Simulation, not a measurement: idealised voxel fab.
Process module name: voxel wiring stack
220 nm wide, 5 nm square cells: that's cross-section cut.
A cross-section is a grid of square cells, given in bands from the top down. A band is one or more rows of cells.
Within each band entry, the heights of the top and of the bottom of the band appear first, in that order and in nm; the materials of the band then follow from left to right, each with its corresponding width in nm. The designation "everywhere" on a single material indicates that it fills the band from edge to edge; the designation "blank" indicates empty space.
Heights are measured from 0, the level below which the as-received wafer is all one material; the lowest band has no bottom and continues downward, written as in "from 0 down".
Per-row width for "30..40": begins at first number (top row of band), ends at second number (bottom row), increment between rows held constant.
"no change occurred" means the step left every cell of the cross-section as it was.
If an empty space has no open way to the top and is at least 8 cells in size, "Closed cavity list" lists it, written width x height at distance, where distance is measured from the left edge and every value is in nm.
Whatever follows a step's settings on its line is a remark the simulator itself makes about that step.
A step's line can hold "overlay nm"; with a mask on that step, the setting says how far right of the planned place the mask lay, while a negative setting says it lay to the left.

## Set out below are the planned steps of the process
- 1: RECEIVE [material Si]
- 2: CONFORMAL_DEP [material SiO2] [thk nm 10]
- 3: DIRECTIONAL_DEP [material TiN] [thk nm 5]
- 4: DIRECTIONAL_DEP [material Ru] [thk nm 20]
- 5: DIRECTIONAL_DEP [material aC] [thk nm 10]
- 6: PATTERN [tone cover] [mask id METAL_1] [material resist] [width nm 30] [pitch nm 45] [thk nm 30] [overlay nm 0]
- 7: DIRECTIONAL_ETCH [etch materials aC] [depth nm 10]
- 8: STRIP [etch materials resist]
- 9: DIRECTIONAL_ETCH [etch materials Ru] [depth nm 20]
- 10: DIRECTIONAL_ETCH [etch materials TiN] [depth nm 5]
- 11: STRIP [etch materials aC]
- 12: CONFORMAL_DEP [material SiCN] [thk nm 5]
- 13: FILL_DEP [material SiO2] [thk nm 5]
- 14: CMP [height nm 35]
- 15: CONFORMAL_DEP [material SiCN] [thk nm 5]
- 16: DIRECTIONAL_DEP [material lowk] [thk nm 30]
- 17: DIRECTIONAL_DEP [material aC] [thk nm 10]
- 18: PATTERN [tone open] [mask id METAL_2_HOLES] [material resist] [width nm 15] [thk nm 25] [overlay nm 0]
- 19: DIRECTIONAL_ETCH [etch materials aC] [depth nm 10]
- 20: STRIP [etch materials resist]
- 21: DIRECTIONAL_ETCH [etch materials lowk] [depth nm 30]
- 22: STRIP [etch materials aC]
- 23: MASKED_ETCH [tone open] [mask id METAL_2] [width nm 30] [pitch nm 45] [etch materials lowk] [depth nm 15] [overlay nm 0]
- 24: MASKED_ETCH [tone open] [mask id METAL_2] [width nm 30] [pitch nm 45] [etch materials SiCN] [depth nm 5] [overlay nm 0]
- 25: CONFORMAL_DEP [material TiN] [thk nm 5]
- 26: FILL_DEP [material Ru] [thk nm 10]
- 27: CMP [height nm 70]
- 28: CONFORMAL_DEP [material SiCN] [thk nm 5]
- 29: DIRECTIONAL_DEP [material lowk] [thk nm 10]
- 30: PATTERN [tone open] [mask id PLUG_2] [material resist] [width nm 15] [thk nm 20] [overlay nm 0]
- 31: DIRECTIONAL_ETCH [etch materials lowk] [depth nm 10]
- 32: DIRECTIONAL_ETCH [etch materials SiCN] [depth nm 5]
- 33: STRIP [etch materials resist]
- 34: CONFORMAL_DEP [material TiN] [thk nm 5]
- 35: FILL_DEP [material W] [thk nm 5]
- 36: CMP [height nm 85]
- 37: CONFORMAL_DEP [material SiCN] [thk nm 5]
- 38: DIRECTIONAL_DEP [material SiO2] [thk nm 15]
- 39: PATTERN [tone open] [mask id METAL_3] [material resist] [width nm 30] [pitch nm 45] [thk nm 15] [overlay nm 0]
- 40: DIRECTIONAL_ETCH [etch materials SiO2] [depth nm 15]
- 41: DIRECTIONAL_ETCH [etch materials SiCN] [depth nm 5]
- 42: STRIP [etch materials resist]
- 43: CONFORMAL_DEP [material TiN] [thk nm 5]
- 44: FILL_DEP [material Ru] [thk nm 5]
- 45: CMP [height nm 105]
- 46: EPI [material Ru] [thk nm 5]
- 47: FILL_DEP [material SiCN] [thk nm 5]

## Delivered wafer in cross-section: state after step 1
> from 0 down  Si everywhere
> Closed cavity list: none

## Starting structure and process plan are as shown above, but one mistake was made in running the module; the wafer cross-section at the end of the module follows
> from 115 to 110  SiCN everywhere
> from 110 to 105  SiCN (65) | Ru (40) | SiCN (5) | Ru (40) | SiCN (70)
> from 105 to 90  SiO2 (70) | TiN (5) | Ru (20) | TiN (5) | SiO2 (15) | TiN (5) | Ru (20) | TiN (5) | SiO2 (75)
> from 90 to 85  SiCN (70) | TiN (30) | SiCN (15) | TiN (30) | SiCN (75)
> from 85 to 75  lowk (70) | TiN (5) | W (5) | TiN (5) | lowk (135)
> from 75 to 70  SiCN (70) | TiN (15) | SiCN (135)
> from 70 to 60  lowk (70) | TiN (5) | Ru (20) | TiN (5) | lowk (15) | TiN (5) | Ru (20) | TiN (5) | lowk (75)
> from 60 to 55  lowk (70) | TiN (5) | Ru (5) | TiN (20) | lowk (15) | TiN (30) | lowk (75)
> from 55 to 40  lowk (70) | TiN (5) | Ru (5) | TiN (5) | lowk (135)
> from 40 to 35  SiCN (70) | TiN (15) | SiCN (135)
> from 35 to 15  SiO2 (70) | SiCN (5) | Ru (25) | SiCN (5) | SiO2 (10) | SiCN (5) | Ru (25) | SiCN (5) | SiO2 (70)
> from 15 to 10  SiCN (75) | TiN (25) | SiCN (20) | TiN (25) | SiCN (75)
> from 10 to 0  SiO2 everywhere
> from 0 down  Si everywhere
> Closed cavity list: none
Want to know what went wrong? step 6 was processed under conditions differing from the plan, specifically as PATTERN [tone cover] [mask id METAL_1] [material resist] [width nm 25] [pitch nm 45] [thk nm 30] [overlay nm 0]
